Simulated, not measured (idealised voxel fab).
The process module that follows is named voxel trench capacitor.
Section cut is 190 nm wide and gridded with 5 nm square cells.
A cross-section in this document is a grid of square cells, and it is written down as bands, the top band listed before the ones below it; a band is made up of one or more rows of cells.
Band: top and bottom heights (nm) first, top before bottom; then materials from left to right, widths in nm. "full width" marks a sole material filling the band edge to edge. "empty" denotes empty space.
Heights from 0 (as-received wafer is one material below). Bottom band endless downward, as "0 nm and below".
The width entry "30..40" should be interpreted row by row: the top row of cells in the band takes the first number, the bottom row takes the second number, and the change between adjacent rows is uniform throughout.
The designation "no modification", where it is given for a processing step, indicates that no cell of the cross-section was altered in the course of that step.
What "Fully closed voids" gives you is every empty space of 8 cells or more that is cut off from the top. Each appears as width x height at distance, with the distance taken from the left edge and width, height and distance all in nm.
Post-settings text on a step line: simulator's own remark regarding the step.
The setting "overlay nm" may be written on the line of a step. When the step uses a mask, the value reports how far to the right of the planned place the mask lay, and a negative value reports that it lay to the left.

### So here's the lineup of process steps we planned
- 1: op RECEIVE | material Si
- 2: op CONFORMAL_DEP | material SiN | thk nm 10
- 3: op DIRECTIONAL_DEP | material aC | thk nm 10
- 4: op PATTERN | tone open | mask id TRENCH | material resist | width nm 30 | pitch nm 45 | thk nm 30 | overlay nm 0
- 5: op DIRECTIONAL_ETCH | etch materials aC | depth nm 10
- 6: op STRIP | etch materials resist
- 7: op DIRECTIONAL_ETCH | etch materials SiN | depth nm 10
- 8: op DIRECTIONAL_ETCH | etch materials Si | depth nm 35
- 9: op STRIP | etch materials aC
- 10: op CONFORMAL_DEP | material Al2O3 | thk nm 5
- 11: op CONFORMAL_DEP | material TiN | thk nm 5
- 12: op FILL_DEP | material W | thk nm 5
- 13: op CMP | height nm 10

### Cross-section of the incoming wafer, state after step 1
  0 nm and below | Si full width
  Fully closed voids: none

### Module complete, cross-section. Starting point and plan per above. One mistake made in running the module
  10 nm to 0 nm | SiN: 60, Al2O3: 5, TiN: 5, W: 10, TiN: 5, Al2O3: 5, SiN: 15, Al2O3: 5, TiN: 5, W: 10, TiN: 5, Al2O3: 5, SiN: 55
  0 nm to -25 nm | Si: 60, Al2O3: 5, TiN: 5, W: 10, TiN: 5, Al2O3: 5, Si: 15, Al2O3: 5, TiN: 5, W: 10, TiN: 5, Al2O3: 5, Si: 55
  -25 nm to -30 nm | Si: 60, Al2O3: 5, TiN: 20, Al2O3: 5, Si: 15, Al2O3: 5, TiN: 20, Al2O3: 5, Si: 55
  -30 nm to -35 nm | Si: 60, Al2O3: 30, Si: 15, Al2O3: 30, Si: 55
  -35 nm and below | Si full width
  Fully closed voids: none
Which mistake was made when the wafer was run? step 4 changed vs plan, executed as op PATTERN | tone open | mask id TRENCH | material resist | width nm 30 | pitch nm 45 | thk nm 30 | overlay nm 5
